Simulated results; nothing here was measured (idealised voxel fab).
process module | voxel transistor to metal
cross-section cut | 205 nm wide | cells 5 nm
A cross-section is a grid of square cells, given in bands from the top down. A band is one or more rows of cells.
Each band's line starts with the height of the band's top and of its bottom, in nm. Then come its materials from left to right, each with its width in nm. One material with "throughout" fills the band from edge to edge. "air" is empty space.
Height 0 is the level under which the wafer as received is all one material. The lowest band goes on downwards, as in "0 down".
A width such as "30 to 40" changes by the same amount from each row of cells to the next, from the band's top row to its bottom row.
"no change" after a step means that no cell of the cross-section changed.
closed voids: empty space of 8 cells or more with no open way to the top, each as width x height at its distance from the left edge, in nm
after a step's settings: what the simulator itself notes on the step
overlay nm, on a step with a mask: how far to the right of its planned place the mask lay; to the left if negative
plan
1 op RECEIVE | material Si
2 op CONFORMAL_DEP | material SiO2 | thk nm 5
3 op CONFORMAL_DEP | material SiN | thk nm 10
4 op DIRECTIONAL_DEP | material aC | thk nm 10
5 op PATTERN | tone cover | mask id ACTIVE | material resist | width nm 135 | thk nm 30 | overlay nm 0
6 op DIRECTIONAL_ETCH | etch materials aC | depth nm 10
7 op STRIP | etch materials resist
8 op DIRECTIONAL_ETCH | etch materials SiN | depth nm 10
9 op DIRECTIONAL_ETCH | etch materials SiO2 | depth nm 5
10 op DIRECTIONAL_ETCH | etch materials Si | depth nm 30
11 op STRIP | etch materials aC
12 op FILL_DEP | material SiO2 | thk nm 15
13 op CMP | height nm 15
14 op SELECTIVE_ETCH | etch materials SiO2 | depth nm 10
15 op STRIP | etch materials SiN
16 op SELECTIVE_ETCH | etch materials SiO2 | depth nm 5
17 op OXIDIZE | depth nm 5
18 op DIRECTIONAL_DEP | material polySi | thk nm 25
19 op DIRECTIONAL_DEP | material SiCN | thk nm 15
20 op MASKED_ETCH | tone cover | mask id GATE | width nm 35 | etch materials SiCN | depth nm 25 | overlay nm 0
21 op MASKED_ETCH | tone cover | mask id GATE | width nm 35 | etch materials polySi | depth nm 35 | overlay nm -10
22 op CONFORMAL_DEP | material SiN | thk nm 10
23 op DIRECTIONAL_ETCH | etch materials SiN | depth nm 10
24 op DIRECTIONAL_ETCH | etch materials SiO2 | depth nm 5
25 op DIRECTIONAL_ETCH | etch materials Si | depth nm 5
26 op EPI | material SiGe | thk nm 5
27 op FILL_DEP | material SiO2 | thk nm 5
28 op CMP | height nm 25
29 op STRIP | etch materials polySi
30 op SELECTIVE_ETCH | etch materials SiO2 | depth nm 5
31 op CONFORMAL_DEP | material HfO2 | thk nm 5
32 op CONFORMAL_DEP | material TiN | thk nm 5
33 op FILL_DEP | material W | thk nm 10
34 op CMP | height nm 20
35 op DIRECTIONAL_DEP | material SiO2 | thk nm 15
36 op PATTERN | tone open | mask id CONTACT | material resist | width nm 20 | pitch nm 95 | thk nm 20 | overlay nm 0
37 op DIRECTIONAL_ETCH | etch materials SiO2 | depth nm 40
38 op STRIP | etch materials resist
39 op CONFORMAL_DEP | material TiN | thk nm 5
40 op FILL_DEP | material W | thk nm 5
41 op CMP | height nm 35
42 op DIRECTIONAL_DEP | material TiN | thk nm 5
43 op DIRECTIONAL_DEP | material W | thk nm 25
44 op DIRECTIONAL_DEP | material aC | thk nm 15
45 op PATTERN | tone cover | mask id METAL_1 | material resist | width nm 20 | pitch nm 95 | thk nm 30 | overlay nm 0
46 op DIRECTIONAL_ETCH | etch materials aC | depth nm 15
47 op STRIP | etch materials resist
48 op DIRECTIONAL_ETCH | etch materials W | depth nm 25
49 op DIRECTIONAL_ETCH | etch materials TiN | depth nm 5
50 op STRIP | etch materials aC
51 op CONFORMAL_DEP | material SiN | thk nm 5
52 op FILL_DEP | material lowk | thk nm 10
53 op CMP | height nm 65
54 op CONFORMAL_DEP | material SiCN | thk nm 5
varied across the wafers: overlay nm of step 21. The plan shows the first wafer's value. All wafers start alike
first wafer as received, after step 1
  0 down: Si throughout
  closed voids: none
each wafer at the end: cells of each material gained (+) or lost (-) since it was received, then its closed voids
overlay nm -10 | +19 HfO2 | -125 Si | +41 SiCN | +16 SiGe | +69 SiN | +270 SiO2 | +57 TiN | +82 W | +145 lowk | closed voids: none
overlay nm -5 | +18 HfO2 | -126 Si | +41 SiCN | +17 SiGe | +69 SiN | +274 SiO2 | +56 TiN | +80 W | +145 lowk | closed voids: none
overlay nm 0 | +17 HfO2 | -127 Si | +41 SiCN | +18 SiGe | +69 SiN | +279 SiO2 | +55 TiN | +77 W | +145 lowk | closed voids: none
overlay nm 5 | +18 HfO2 | -126 Si | +41 SiCN | +17 SiGe | +69 SiN | +274 SiO2 | +56 TiN | +80 W | +145 lowk | closed voids: none
overlay nm 10 | +19 HfO2 | -125 Si | +41 SiCN | +16 SiGe | +69 SiN | +270 SiO2 | +57 TiN | +82 W | +145 lowk | closed voids: none
